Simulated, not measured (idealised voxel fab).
Documented hereafter: the process module known as voxel transistor to metal.
Cross-section cut spans 190 nm and uses square cells 5 nm in size.
When this document writes out a cross-section, it uses a grid of square cells and lists it as bands, beginning at the top and moving down, with a band standing for one or more rows of cells.
This entry defines a band. It first specifies the height of the band's top and the height of its bottom in nm, and then specifies the band's materials from left to right, stating each material with its width in nm. The word "throughout" identifies a single material that fills the band from edge to edge, while the word "air" identifies empty space.
Basically, 0 is our baseline, since under it the wafer straight out of the box is all one material. The bottom band has no lower end and keeps on going down, so it looks like "top 0, no bottom".
A width given as "30 to 40" starts at the first number in the band's top row and ends at the second number in its bottom row, shifting by an equal amount at every step from row to row.
Where a step carries "everything unchanged", the cross-section came out of it unchanged, cell for cell.
Closed empty spaces (no open way to the top) of 8 cells or more are what "Enclosed empty spaces" lists, each as width x height at distance from the left edge, nm for all three.
Read whatever lies past the settings on a step's line as the simulator's own remark about the step.
For masked steps, "overlay nm" on the step line gives how far right of plan the mask actually lay; a minus sign means it lay to the left.
Set out below are the planned steps of the process
1) RECEIVE (material Si)
2) OXIDIZE (depth nm 5)
3) CONFORMAL_DEP (material SiN; thk nm 15)
4) PATTERN (tone cover; mask id ACTIVE; material resist; width nm 105; thk nm 20; overlay nm 0)
5) DIRECTIONAL_ETCH (etch materials SiN; depth nm 15)
6) DIRECTIONAL_ETCH (etch materials SiO2; depth nm 5)
7) DIRECTIONAL_ETCH (etch materials Si; depth nm 30)
8) STRIP (etch materials resist)
9) FILL_DEP (material SiO2; thk nm 10)
10) CMP (height nm 15)
11) SELECTIVE_ETCH (etch materials SiO2; depth nm 5)
12) STRIP (etch materials SiN)
13) SELECTIVE_ETCH (etch materials SiO2; depth nm 5)
14) OXIDIZE (depth nm 5)
15) DIRECTIONAL_DEP (material polySi; thk nm 30)
16) DIRECTIONAL_DEP (material SiCN; thk nm 15)
17) DIRECTIONAL_DEP (material aC; thk nm 10)
18) PATTERN (tone cover; mask id GATE; material resist; width nm 35; thk nm 25; overlay nm 0)
19) DIRECTIONAL_ETCH (etch materials aC; depth nm 10)
20) STRIP (etch materials resist)
21) DIRECTIONAL_ETCH (etch materials SiCN; depth nm 25)
22) DIRECTIONAL_ETCH (etch materials polySi; depth nm 40)
23) STRIP (etch materials aC)
24) CONFORMAL_DEP (material SiO2; thk nm 5)
25) DIRECTIONAL_ETCH (etch materials SiO2; depth nm 5)
26) CONFORMAL_DEP (material SiN; thk nm 10)
27) DIRECTIONAL_ETCH (etch materials SiN; depth nm 10)
28) DIRECTIONAL_ETCH (etch materials SiO2; depth nm 5)
29) DIRECTIONAL_ETCH (etch materials Si; depth nm 10)
30) EPI (material pSi; thk nm 15)
31) FILL_DEP (material SiO2; thk nm 10)
32) CMP (height nm 25)
33) STRIP (etch materials polySi)
34) SELECTIVE_ETCH (etch materials SiO2; depth nm 5)
35) CONFORMAL_DEP (material HfO2; thk nm 5)
36) CONFORMAL_DEP (material TiN; thk nm 5)
37) FILL_DEP (material W; thk nm 10)
38) CMP (height nm 20)
39) DIRECTIONAL_DEP (material SiO2; thk nm 10)
40) MASKED_ETCH (tone open; mask id CONTACT; width nm 15; pitch nm 80; etch materials SiO2; depth nm 25; overlay nm 0)
41) CONFORMAL_DEP (material TiN; thk nm 5)
42) FILL_DEP (material Ru; thk nm 5)
43) CMP (height nm 30)
44) DIRECTIONAL_DEP (material TiN; thk nm 5)
45) DIRECTIONAL_DEP (material W; thk nm 15)
46) DIRECTIONAL_DEP (material aC; thk nm 10)
47) PATTERN (tone cover; mask id METAL_1; material resist; width nm 15; pitch nm 80; thk nm 25; overlay nm 0)
48) DIRECTIONAL_ETCH (etch materials aC; depth nm 10)
49) STRIP (etch materials resist)
50) DIRECTIONAL_ETCH (etch materials W; depth nm 15)
51) DIRECTIONAL_ETCH (etch materials TiN; depth nm 5)
52) STRIP (etch materials aC)
53) FILL_DEP (material lowk; thk nm 5)
54) CMP (height nm 50)
55) CONFORMAL_DEP (material SiCN; thk nm 5)
Run as planned: first of two wafers
Step 1 complete: cross-section of the wafer as received
- top 0, no bottom: Si throughout
- Enclosed empty spaces: none
The wafer in cross-section once step 2 is complete
- top 0, bottom -5: SiO2 throughout
- Beneath the level -5, the cross-section is identical to its previous state.
The wafer in cross-section once step 3 is complete
- top 15, bottom 0: SiN throughout
- Beneath the level 0, the cross-section is identical to its previous state.
The wafer in cross-section once step 4 is complete
- top 35, bottom 15: air 40  resist 105  air 45
- Beneath the level 15, the cross-section is identical to its previous state.
The wafer in cross-section once step 5 is complete
- top 35, bottom 15: air 40  resist 105  air 45
- top 15, bottom 0: air 40  SiN 105  air 45
- Beneath the level 0, the cross-section is identical to its previous state.
The wafer in cross-section once step 6 is complete
- top 35, bottom 15: air 40  resist 105  air 45
- top 15, bottom 0: air 40  SiN 105  air 45
- top 0, bottom -5: air 40  SiO2 105  air 45
- Beneath the level -5, the cross-section is identical to its previous state.
The wafer in cross-section once step 7 is complete
- top 35, bottom 15: air 40  resist 105  air 45
- top 15, bottom 0: air 40  SiN 105  air 45
- top 0, bottom -5: air 40  SiO2 105  air 45
- top -5, bottom -35: air 40  Si 105  air 45
- Beneath the level -35, the cross-section is identical to its previous state.
The wafer in cross-section once step 8 is complete
- top 15, bottom 0: air 40  SiN 105  air 45
- Beneath the level 0, the cross-section is identical to its previous state.
The wafer in cross-section once step 9 is complete
- top 25, bottom 15: SiO2 throughout
- top 15, bottom 0: SiO2 40  SiN 105  SiO2 45
- top 0, bottom -5: SiO2 throughout
- top -5, bottom -35: SiO2 40  Si 105  SiO2 45
- Beneath the level -35, the cross-section is identical to its previous state.
The wafer in cross-section once step 10 is complete
- top 15, bottom 0: SiO2 40  SiN 105  SiO2 45
- Beneath the level 0, the cross-section is identical to its previous state.
The wafer in cross-section once step 11 is complete
- top 15, bottom 10: air 40  SiN 105  air 45
- Beneath the level 10, the cross-section is identical to its previous state.
The wafer in cross-section once step 12 is complete
- top 10, bottom 0: SiO2 40  air 105  SiO2 45
- Beneath the level 0, the cross-section is identical to its previous state.
The wafer in cross-section once step 13 is complete
- top 5, bottom -5: SiO2 35  air 115  SiO2 40
- Beneath the level -5, the cross-section is identical to its previous state.
The wafer in cross-section once step 14 is complete
- top 5, bottom -5: SiO2 35  air 115  SiO2 40
- top -5, bottom -10: SiO2 throughout
- Beneath the level -10, the cross-section is identical to its previous state.
The wafer in cross-section once step 15 is complete
- top 35, bottom 25: polySi 35  air 115  polySi 40
- top 25, bottom 5: polySi throughout
- top 5, bottom -5: SiO2 35  polySi 115  SiO2 40
- Beneath the level -5, the cross-section is identical to its previous state.
The wafer in cross-section once step 16 is complete
- top 50, bottom 40: SiCN 35  air 115  SiCN 40
- top 40, bottom 35: SiCN throughout
- top 35, bottom 25: polySi 35  SiCN 115  polySi 40
- Beneath the level 25, the cross-section is identical to its previous state.
The wafer in cross-section once step 17 is complete
- top 60, bottom 50: aC 35  air 115  aC 40
- top 50, bottom 40: SiCN 35  aC 115  SiCN 40
- Beneath the level 40, the cross-section is identical to its previous state.
The wafer in cross-section once step 18 is complete
- top 85, bottom 60: air 75  resist 35  air 80
- top 60, bottom 50: aC 35  air 40  resist 35  air 40  aC 40
- Beneath the level 50, the cross-section is identical to its previous state.
The wafer in cross-section once step 19 is complete
- top 75, bottom 50: air 75  resist 35  air 80
- top 50, bottom 40: SiCN 35  air 40  aC 35  air 40  SiCN 40
- Beneath the level 40, the cross-section is identical to its previous state.
The wafer in cross-section once step 20 is complete
- top 50, bottom 40: SiCN 35  air 40  aC 35  air 40  SiCN 40
- Beneath the level 40, the cross-section is identical to its previous state.
The wafer in cross-section once step 21 is complete
- top 50, bottom 40: air 75  aC 35  air 80
- top 40, bottom 35: air 75  SiCN 35  air 80
- top 35, bottom 25: polySi 35  air 40  SiCN 35  air 40  polySi 40
- Beneath the level 25, the cross-section is identical to its previous state.
The wafer in cross-section once step 22 is complete
- top 50, bottom 40: air 75  aC 35  air 80
- top 40, bottom 25: air 75  SiCN 35  air 80
- top 25, bottom 5: air 75  polySi 35  air 80
- top 5, bottom -5: SiO2 35  air 40  polySi 35  air 40  SiO2 40
- Beneath the level -5, the cross-section is identical to its previous state.
The wafer in cross-section once step 23 is complete
- top 40, bottom 25: air 75  SiCN 35  air 80
- Beneath the level 25, the cross-section is identical to its previous state.
The wafer in cross-section once step 24 is complete
- top 45, bottom 40: air 70  SiO2 45  air 75
- top 40, bottom 25: air 70  SiO2 5  SiCN 35  SiO2 5  air 75
- top 25, bottom 10: air 70  SiO2 5  polySi 35  SiO2 5  air 75
- top 10, bottom 0: SiO2 40  air 30  SiO2 5  polySi 35  SiO2 5  air 30  SiO2 45
- top 0, bottom -5: SiO2 75  polySi 35  SiO2 80
- Beneath the level -5, the cross-section is identical to its previous state.
The wafer in cross-section once step 25 is complete
- top 40, bottom 25: air 70  SiO2 5  SiCN 35  SiO2 5  air 75
- top 25, bottom 5: air 70  SiO2 5  polySi 35  SiO2 5  air 75
- top 5, bottom -5: SiO2 40  air 30  SiO2 5  polySi 35  SiO2 5  air 30  SiO2 45
- Beneath the level -5, the cross-section is identical to its previous state.
The wafer in cross-section once step 26 is complete
- top 50, bottom 40: air 60  SiN 65  air 65
- top 40, bottom 25: air 60  SiN 10  SiO2 5  SiCN 35  SiO2 5  SiN 10  air 65
- top 25, bottom 15: air 60  SiN 10  SiO2 5  polySi 35  SiO2 5  SiN 10  air 65
- top 15, bottom 5: SiN 50  air 10  SiN 10  SiO2 5  polySi 35  SiO2 5  SiN 10  air 10  SiN 55
- top 5, bottom -5: SiO2 40  SiN 30  SiO2 5  polySi 35  SiO2 5  SiN 30  SiO2 45
- Beneath the level -5, the cross-section is identical to its previous state.
The wafer in cross-section once step 27 is complete
- top 40, bottom 25: air 60  SiN 10  SiO2 5  SiCN 35  SiO2 5  SiN 10  air 65
- top 25, bottom 5: air 60  SiN 10  SiO2 5  polySi 35  SiO2 5  SiN 10  air 65
- top 5, bottom -5: SiO2 40  SiN 10  air 10  SiN 10  SiO2 5  polySi 35  SiO2 5  SiN 10  air 10  SiN 10  SiO2 45
- Beneath the level -5, the cross-section is identical to its previous state.
The wafer in cross-section once step 28 is complete
- top 40, bottom 35: air 60  SiN 10  air 5  SiCN 35  air 5  SiN 10  air 65
- top 35, bottom 25: air 60  SiN 10  SiO2 5  SiCN 35  SiO2 5  SiN 10  air 65
- top 25, bottom 5: air 60  SiN 10  SiO2 5  polySi 35  SiO2 5  SiN 10  air 65
- top 5, bottom 0: air 40  SiN 10  air 10  SiN 10  SiO2 5  polySi 35  SiO2 5  SiN 10  air 10  SiN 10  air 45
- top 0, bottom -5: SiO2 40  SiN 10  air 10  SiN 10  SiO2 5  polySi 35  SiO2 5  SiN 10  air 10  SiN 10  SiO2 45
- top -5, bottom -10: SiO2 50  air 10  SiO2 65  air 10  SiO2 55
- Beneath the level -10, the cross-section is identical to its previous state.
The wafer in cross-section once step 29 is complete
- top 40, bottom 35: air 60  SiN 10  air 5  SiCN 35  air 5  SiN 10  air 65
- top 35, bottom 25: air 60  SiN 10  SiO2 5  SiCN 35  SiO2 5  SiN 10  air 65
- top 25, bottom 5: air 60  SiN 10  SiO2 5  polySi 35  SiO2 5  SiN 10  air 65
- top 5, bottom 0: air 40  SiN 10  air 10  SiN 10  SiO2 5  polySi 35  SiO2 5  SiN 10  air 10  SiN 10  air 45
- top 0, bottom -5: SiO2 40  SiN 10  air 10  SiN 10  SiO2 5  polySi 35  SiO2 5  SiN 10  air 10  SiN 10  SiO2 45
- top -5, bottom -10: SiO2 50  air 10  SiO2 65  air 10  SiO2 55
- top -10, bottom -20: SiO2 40  Si 10  air 10  Si 65  air 10  Si 10  SiO2 45
- Beneath the level -20, the cross-section is identical to its previous state.
The wafer in cross-section once step 30 is complete
- top 40, bottom 35: air 60  SiN 10  air 5  SiCN 35  air 5  SiN 10  air 65
- top 35, bottom 25: air 60  SiN 10  SiO2 5  SiCN 35  SiO2 5  SiN 10  air 65
- top 25, bottom 5: air 60  SiN 10  SiO2 5  polySi 35  SiO2 5  SiN 10  air 65
- top 5, bottom 0: air 40  SiN 10  pSi 10  SiN 10  SiO2 5  polySi 35  SiO2 5  SiN 10  pSi 10  SiN 10  air 45
- top 0, bottom -5: SiO2 40  SiN 10  pSi 10  SiN 10  SiO2 5  polySi 35  SiO2 5  SiN 10  pSi 10  SiN 10  SiO2 45
- top -5, bottom -10: SiO2 50  pSi 10  SiO2 65  pSi 10  SiO2 55
- top -10, bottom -20: SiO2 40  Si 10  pSi 10  Si 65  pSi 10  Si 10  SiO2 45
- Beneath the level -20, the cross-section is identical to its previous state.
The wafer in cross-section once step 31 is complete
- top 50, bottom 40: SiO2 throughout
- top 40, bottom 25: SiO2 60  SiN 10  SiO2 5  SiCN 35  SiO2 5  SiN 10  SiO2 65
- top 25, bottom 5: SiO2 60  SiN 10  SiO2 5  polySi 35  SiO2 5  SiN 10  SiO2 65
- top 5, bottom -5: SiO2 40  SiN 10  pSi 10  SiN 10  SiO2 5  polySi 35  SiO2 5  SiN 10  pSi 10  SiN 10  SiO2 45
- Beneath the level -5, the cross-section is identical to its previous state.
The wafer in cross-section once step 32 is complete
- top 25, bottom 5: SiO2 60  SiN 10  SiO2 5  polySi 35  SiO2 5  SiN 10  SiO2 65
- Beneath the level 5, the cross-section is identical to its previous state.
The wafer in cross-section once step 33 is complete
- top 25, bottom 5: SiO2 60  SiN 10  SiO2 5  air 35  SiO2 5  SiN 10  SiO2 65
- top 5, bottom -5: SiO2 40  SiN 10  pSi 10  SiN 10  SiO2 5  air 35  SiO2 5  SiN 10  pSi 10  SiN 10  SiO2 45
- Beneath the level -5, the cross-section is identical to its previous state.
The wafer in cross-section once step 34 is complete
- top 25, bottom 20: air 60  SiN 10  air 45  SiN 10  air 65
- top 20, bottom 5: SiO2 60  SiN 10  air 45  SiN 10  SiO2 65
- top 5, bottom -5: SiO2 40  SiN 10  pSi 10  SiN 10  air 45  SiN 10  pSi 10  SiN 10  SiO2 45
- top -5, bottom -10: SiO2 50  pSi 10  SiO2 10  air 45  SiO2 10  pSi 10  SiO2 55
- Beneath the level -10, the cross-section is identical to its previous state.
The wafer in cross-section once step 35 is complete
- top 30, bottom 25: air 55  HfO2 20  air 35  HfO2 20  air 60
- top 25, bottom 20: HfO2 60  SiN 10  HfO2 5  air 35  HfO2 5  SiN 10  HfO2 65
- top 20, bottom 5: SiO2 60  SiN 10  HfO2 5  air 35  HfO2 5  SiN 10  SiO2 65
- top 5, bottom -5: SiO2 40  SiN 10  pSi 10  SiN 10  HfO2 5  air 35  HfO2 5  SiN 10  pSi 10  SiN 10  SiO2 45
- top -5, bottom -10: SiO2 50  pSi 10  SiO2 10  HfO2 45  SiO2 10  pSi 10  SiO2 55
- Beneath the level -10, the cross-section is identical to its previous state.
The wafer in cross-section once step 36 is complete
- top 35, bottom 30: air 50  TiN 30  air 25  TiN 30  air 55
- top 30, bottom 25: TiN 55  HfO2 20  TiN 5  air 25  TiN 5  HfO2 20  TiN 60
- top 25, bottom 20: HfO2 60  SiN 10  HfO2 5  TiN 5  air 25  TiN 5  HfO2 5  SiN 10  HfO2 65
- top 20, bottom 5: SiO2 60  SiN 10  HfO2 5  TiN 5  air 25  TiN 5  HfO2 5  SiN 10  SiO2 65
- top 5, bottom 0: SiO2 40  SiN 10  pSi 10  SiN 10  HfO2 5  TiN 5  air 25  TiN 5  HfO2 5  SiN 10  pSi 10  SiN 10  SiO2 45
- top 0, bottom -5: SiO2 40  SiN 10  pSi 10  SiN 10  HfO2 5  TiN 35  HfO2 5  SiN 10  pSi 10  SiN 10  SiO2 45
- Beneath the level -5, the cross-section is identical to its previous state.
The wafer in cross-section once step 37 is complete
- top 45, bottom 35: W throughout
- top 35, bottom 30: W 50  TiN 30  W 25  TiN 30  W 55
- top 30, bottom 25: TiN 55  HfO2 20  TiN 5  W 25  TiN 5  HfO2 20  TiN 60
- top 25, bottom 20: HfO2 60  SiN 10  HfO2 5  TiN 5  W 25  TiN 5  HfO2 5  SiN 10  HfO2 65
- top 20, bottom 5: SiO2 60  SiN 10  HfO2 5  TiN 5  W 25  TiN 5  HfO2 5  SiN 10  SiO2 65
- top 5, bottom 0: SiO2 40  SiN 10  pSi 10  SiN 10  HfO2 5  TiN 5  W 25  TiN 5  HfO2 5  SiN 10  pSi 10  SiN 10  SiO2 45
- Beneath the level 0, the cross-section is identical to its previous state.
The wafer in cross-section once step 38 is complete
- top 20, bottom 5: SiO2 60  SiN 10  HfO2 5  TiN 5  W 25  TiN 5  HfO2 5  SiN 10  SiO2 65
- Beneath the level 5, the cross-section is identical to its previous state.
The wafer in cross-section once step 39 is complete
- top 30, bottom 20: SiO2 throughout
- Beneath the level 20, the cross-section is identical to its previous state.
The wafer in cross-section once step 40 is complete
- top 30, bottom 20: SiO2 45  air 15  SiO2 65  air 15  SiO2 50
- top 20, bottom 5: SiO2 45  air 15  SiN 10  HfO2 5  TiN 5  W 25  TiN 5  HfO2 5  SiN 10  air 15  SiO2 50
- Beneath the level 5, the cross-section is identical to its previous state.
The wafer in cross-section once step 41 is complete
- top 35, bottom 30: TiN 50  air 5  TiN 75  air 5  TiN 55
- top 30, bottom 20: SiO2 45  TiN 5  air 5  TiN 5  SiO2 65  TiN 5  air 5  TiN 5  SiO2 50
- top 20, bottom 10: SiO2 45  TiN 5  air 5  TiN 5  SiN 10  HfO2 5  TiN 5  W 25  TiN 5  HfO2 5  SiN 10  TiN 5  air 5  TiN 5  SiO2 50
- top 10, bottom 5: SiO2 45  TiN 15  SiN 10  HfO2 5  TiN 5  W 25  TiN 5  HfO2 5  SiN 10  TiN 15  SiO2 50
- Beneath the level 5, the cross-section is identical to its previous state.
The wafer in cross-section once step 42 is complete
- top 40, bottom 35: Ru throughout
- top 35, bottom 30: TiN 50  Ru 5  TiN 75  Ru 5  TiN 55
- top 30, bottom 20: SiO2 45  TiN 5  Ru 5  TiN 5  SiO2 65  TiN 5  Ru 5  TiN 5  SiO2 50
- top 20, bottom 10: SiO2 45  TiN 5  Ru 5  TiN 5  SiN 10  HfO2 5  TiN 5  W 25  TiN 5  HfO2 5  SiN 10  TiN 5  Ru 5  TiN 5  SiO2 50
- Beneath the level 10, the cross-section is identical to its previous state.
The wafer in cross-section once step 43 is complete
- top 30, bottom 20: SiO2 45  TiN 5  Ru 5  TiN 5  SiO2 65  TiN 5  Ru 5  TiN 5  SiO2 50
- Beneath the level 20, the cross-section is identical to its previous state.
The wafer in cross-section once step 44 is complete
- top 35, bottom 30: TiN throughout
- Beneath the level 30, the cross-section is identical to its previous state.
The wafer in cross-section once step 45 is complete
- top 50, bottom 35: W throughout
- Beneath the level 35, the cross-section is identical to its previous state.
The wafer in cross-section once step 46 is complete
- top 60, bottom 50: aC throughout
- Beneath the level 50, the cross-section is identical to its previous state.
The wafer in cross-section once step 47 is complete
- top 85, bottom 60: air 45  resist 15  air 65  resist 15  air 50
- Beneath the level 60, the cross-section is identical to its previous state.
The wafer in cross-section once step 48 is complete
- top 75, bottom 60: air 45  resist 15  air 65  resist 15  air 50
- top 60, bottom 50: air 45  aC 15  air 65  aC 15  air 50
- Beneath the level 50, the cross-section is identical to its previous state.
The wafer in cross-section once step 49 is complete
- top 60, bottom 50: air 45  aC 15  air 65  aC 15  air 50
- Beneath the level 50, the cross-section is identical to its previous state.
The wafer in cross-section once step 50 is complete
- top 60, bottom 50: air 45  aC 15  air 65  aC 15  air 50
- top 50, bottom 35: air 45  W 15  air 65  W 15  air 50
- Beneath the level 35, the cross-section is identical to its previous state.
The wafer in cross-section once step 51 is complete
- top 60, bottom 50: air 45  aC 15  air 65  aC 15  air 50
- top 50, bottom 35: air 45  W 15  air 65  W 15  air 50
- top 35, bottom 30: air 45  TiN 15  air 65  TiN 15  air 50
- Beneath the level 30, the cross-section is identical to its previous state.
The wafer in cross-section once step 52 is complete
- top 50, bottom 35: air 45  W 15  air 65  W 15  air 50
- Beneath the level 35, the cross-section is identical to its previous state.
The wafer in cross-section once step 53 is complete
- top 55, bottom 50: lowk throughout
- top 50, bottom 35: lowk 45  W 15  lowk 65  W 15  lowk 50
- top 35, bottom 30: lowk 45  TiN 15  lowk 65  TiN 15  lowk 50
- Beneath the level 30, the cross-section is identical to its previous state.
The wafer in cross-section once step 54 is complete
- top 50, bottom 35: lowk 45  W 15  lowk 65  W 15  lowk 50
- Beneath the level 35, the cross-section is identical to its previous state.
The wafer in cross-section once step 55 is complete
- top 55, bottom 50: SiCN throughout
- Beneath the level 50, the cross-section is identical to its previous state.
Wafer two: like wafer one in start and plan, but with one mistake in execution; identical up to and including step 52
Planned end of step 53: second wafer, cross-section
- top 55, bottom 50: TiN throughout
- top 50, bottom 35: TiN 45  W 15  TiN 65  W 15  TiN 50
- top 35, bottom 30: TiN throughout
- Beneath the level 30, the cross-section is identical to its previous state.
Planned end of step 54: second wafer, cross-section
- top 50, bottom 35: TiN 45  W 15  TiN 65  W 15  TiN 50
- Beneath the level 35, the cross-section is identical to its previous state.
Planned end of step 55: second wafer, cross-section
- top 55, bottom 50: SiCN throughout
- Beneath the level 50, the cross-section is identical to its previous state.
Processing error: not per plan at step 53, really ran FILL_DEP (material TiN; thk nm 5)
Per the end-of-run cell counts, the second wafer holds more or fewer of some materials than the first: 128 more of TiN, 128 fewer of lowk
